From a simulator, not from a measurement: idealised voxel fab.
process module | voxel gate over fins
cross-section cut | 225 nm wide | cells 5 nm
A cross-section is a grid of square cells, given in bands from the top down. A band is one or more rows of cells.
Each band's line starts with the height of the band's top and of its bottom, in nm. Then come its materials from left to right, each with its width in nm. One material with "throughout" fills the band from edge to edge. "air" is empty space.
Height 0 is the level under which the wafer as received is all one material. The lowest band goes on downwards, as in "0 down".
A width such as "30 to 40" changes by the same amount from each row of cells to the next, from the band's top row to its bottom row.
"no change" after a step means that no cell of the cross-section changed.
closed voids: empty space of 8 cells or more with no open way to the top, each as width x height at its distance from the left edge, in nm
after a step's settings: what the simulator itself notes on the step
overlay nm, on a step with a mask: how far to the right of its planned place the mask lay; to the left if negative
plan
1 op RECEIVE | material Si
2 op CONFORMAL_DEP | material SiN | thk nm 10
3 op PATTERN | tone cover | mask id FINS | material resist | width nm 15 | pitch nm 45 | thk nm 15 | overlay nm -15
4 op DIRECTIONAL_ETCH | etch materials SiN | depth nm 10
5 op DIRECTIONAL_ETCH | etch materials Si | depth nm 30
6 op STRIP | etch materials resist
7 op OXIDIZE | depth nm 5
8 op FILL_DEP | material SiO2 | thk nm 5
9 op CMP | height nm 10
10 op SELECTIVE_ETCH | etch materials SiO2 | depth nm 25
11 op STRIP | etch materials SiN
12 op CONFORMAL_DEP | material HfO2 | thk nm 5
13 op CONFORMAL_DEP | material TiN | thk nm 5
14 op CONFORMAL_DEP | material TiAl | thk nm 5
15 op CONFORMAL_DEP | material TiN | thk nm 5
16 op FILL_DEP | material W | thk nm 10
17 op CMP | height nm 25
18 op CONFORMAL_DEP | material SiCN | thk nm 5
varied across the wafers: overlay nm of step 3. The plan shows the first wafer's value. All wafers start alike
first wafer as received, after step 1
  0 down: Si throughout
  closed voids: none
each wafer at the end: cells of each material gained (+) or lost (-) since it was received, then its closed voids
overlay nm -15 | +57 HfO2 | -301 Si | +45 SiCN | +172 SiO2 | +57 TiAl | +114 TiN | +126 W | closed voids: none
overlay nm -10 | +57 HfO2 | -301 Si | +45 SiCN | +172 SiO2 | +57 TiAl | +114 TiN | +126 W | closed voids: none
overlay nm -5 | +57 HfO2 | -301 Si | +45 SiCN | +172 SiO2 | +57 TiAl | +114 TiN | +126 W | closed voids: none
overlay nm 0 | +57 HfO2 | -301 Si | +45 SiCN | +172 SiO2 | +57 TiAl | +114 TiN | +126 W | closed voids: none
overlay nm 5 | +57 HfO2 | -301 Si | +45 SiCN | +172 SiO2 | +57 TiAl | +114 TiN | +126 W | closed voids: none
overlay nm 10 | +57 HfO2 | -301 Si | +45 SiCN | +172 SiO2 | +57 TiAl | +114 TiN | +126 W | closed voids: none
overlay nm 15 | +57 HfO2 | -301 Si | +45 SiCN | +172 SiO2 | +57 TiAl | +114 TiN | +126 W | closed voids: none
